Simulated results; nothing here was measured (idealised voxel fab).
Proc. module: voxel wiring stack
It is cross-section cut that appears here, measuring 170 nm in width, its square cells being 5 nm in size.
In this document a cross-section is written as a grid of square cells. It is given as a series of bands, listed from the top down, and a band is one or more rows of cells.
Top height, bottom height, nm. Materials left to right, width each, nm. Single material + "everywhere" = fills band edge to edge. "blank" = empty.
Height 0 is the level under which the wafer as received is all one material. The lowest band goes on downwards, as in "from 0 down".
You'd read "30->40" like this: the band's top row of cells is as wide as the first number, its bottom row is as wide as the second, and going down, every row changes width by the same amount as the row before did.
Where a step carries "everything unchanged", the cross-section came out of it unchanged, cell for cell.
Entry "Closed empty spaces" = empty spaces >= 8 cells with no open way to the top; each as width x height at distance, distance from left edge, all nm.
What comes after the settings on a step's line is commentary from the simulator itself on that step.
The "overlay nm" setting may appear on a step's line; for a step that uses a mask, it gives how far to the right of its planned position the mask lay, and a negative value indicates the left.

[List of planned process steps]
1) RECEIVE | material Si
2) CONFORMAL_DEP | material SiO2 | thk nm 10
3) DIRECTIONAL_DEP | material TiN | thk nm 5
4) DIRECTIONAL_DEP | material W | thk nm 25
5) PATTERN | tone cover | mask id METAL_1 | material resist | width nm 30 | pitch nm 55 | thk nm 20 | overlay nm 0
6) DIRECTIONAL_ETCH | etch materials W | depth nm 25
7) DIRECTIONAL_ETCH | etch materials TiN | depth nm 5
8) STRIP | etch materials resist
9) FILL_DEP | material lowk | thk nm 5
10) CMP | height nm 40
11) CONFORMAL_DEP | material SiCN | thk nm 5
12) DIRECTIONAL_DEP | material lowk | thk nm 20
13) DIRECTIONAL_DEP | material aC | thk nm 10
14) PATTERN | tone open | mask id PLUG_1 | material resist | width nm 15 | pitch nm 55 | thk nm 25 | overlay nm 0
15) DIRECTIONAL_ETCH | etch materials aC | depth nm 10
16) STRIP | etch materials resist
17) DIRECTIONAL_ETCH | etch materials lowk | depth nm 20
18) DIRECTIONAL_ETCH | etch materials SiCN | depth nm 5
19) STRIP | etch materials aC
20) CONFORMAL_DEP | material TiN | thk nm 5
21) FILL_DEP | material Cu | thk nm 10
22) CMP | height nm 65
23) CONFORMAL_DEP | material SiN | thk nm 5
24) DIRECTIONAL_DEP | material SiO2 | thk nm 15
25) MASKED_ETCH | tone open | mask id METAL_2 | width nm 30 | pitch nm 55 | etch materials SiO2 | depth nm 15 | overlay nm 0
26) MASKED_ETCH | tone open | mask id METAL_2 | width nm 30 | pitch nm 55 | etch materials SiN | depth nm 5 | overlay nm 0
27) CONFORMAL_DEP | material TiN | thk nm 5
28) FILL_DEP | material Cu | thk nm 10
29) CMP | height nm 85
30) CONFORMAL_DEP | material SiCN | thk nm 5

[Cross-sectional view of the wafer in its as-received condition, corresponding to the state after step 1]
  from 0 down = Si everywhere
  Closed empty spaces: none

[Cross-section: first of two wafers, module finished, run according to plan]
  from 90 to 85 = SiCN everywhere
  from 85 to 70 = SiO2=15 / TiN=5 / Cu=20 / TiN=5 / SiO2=25 / TiN=5 / Cu=20 / TiN=5 / SiO2=25 / TiN=5 / Cu=20 / TiN=5 / SiO2=15
  from 70 to 65 = SiN=15 / TiN=30 / SiN=25 / TiN=30 / SiN=25 / TiN=30 / SiN=15
  from 65 to 45 = lowk=15 / TiN=5 / Cu=5 / TiN=5 / lowk=40 / TiN=5 / Cu=5 / TiN=5 / lowk=40 / TiN=5 / Cu=5 / TiN=5 / lowk=30
  from 45 to 40 = SiCN=15 / TiN=15 / SiCN=40 / TiN=15 / SiCN=40 / TiN=15 / SiCN=30
  from 40 to 15 = lowk=15 / W=30 / lowk=25 / W=30 / lowk=25 / W=30 / lowk=15
  from 15 to 10 = lowk=15 / TiN=30 / lowk=25 / TiN=30 / lowk=25 / TiN=30 / lowk=15
  from 10 to 0 = SiO2 everywhere
  from 0 down = Si everywhere
  Closed empty spaces: none

[Cross-sectional view of the second of two wafers upon completion of the module. This wafer shared its starting condition and process plan with the first; one error was made during its execution]
  from 90 to 85 = SiCN everywhere
  from 85 to 75 = Cu=10 / TiN=5 / SiO2=30 / TiN=5 / Cu=15 / TiN=5 / SiO2=30 / TiN=5 / Cu=15 / TiN=5 / SiO2=30 / TiN=5 / Cu=10
  from 75 to 70 = TiN=15 / SiO2=30 / TiN=25 / SiO2=30 / TiN=25 / SiO2=30 / TiN=15
  from 70 to 65 = SiN everywhere
  from 65 to 45 = lowk=15 / TiN=5 / Cu=5 / TiN=5 / lowk=40 / TiN=5 / Cu=5 / TiN=5 / lowk=40 / TiN=5 / Cu=5 / TiN=5 / lowk=30
  from 45 to 40 = SiCN=15 / TiN=15 / SiCN=40 / TiN=15 / SiCN=40 / TiN=15 / SiCN=30
  from 40 to 15 = lowk=15 / W=30 / lowk=25 / W=30 / lowk=25 / W=30 / lowk=15
  from 15 to 10 = lowk=15 / TiN=30 / lowk=25 / TiN=30 / lowk=25 / TiN=30 / lowk=15
  from 10 to 0 = SiO2 everywhere
  from 0 down = Si everywhere
  Closed empty spaces: none
Processing error: step 25 ran with different settings than intended, the actual operation and settings being MASKED_ETCH | tone cover | mask id METAL_2 | width nm 30 | pitch nm 55 | etch materials SiO2 | depth nm 15 | overlay nm 0
Looking at both finished wafers in cells, the second ends up ahead of or behind the first on some materials: -16 Cu, +18 SiN, +6 SiO2, -8 TiN
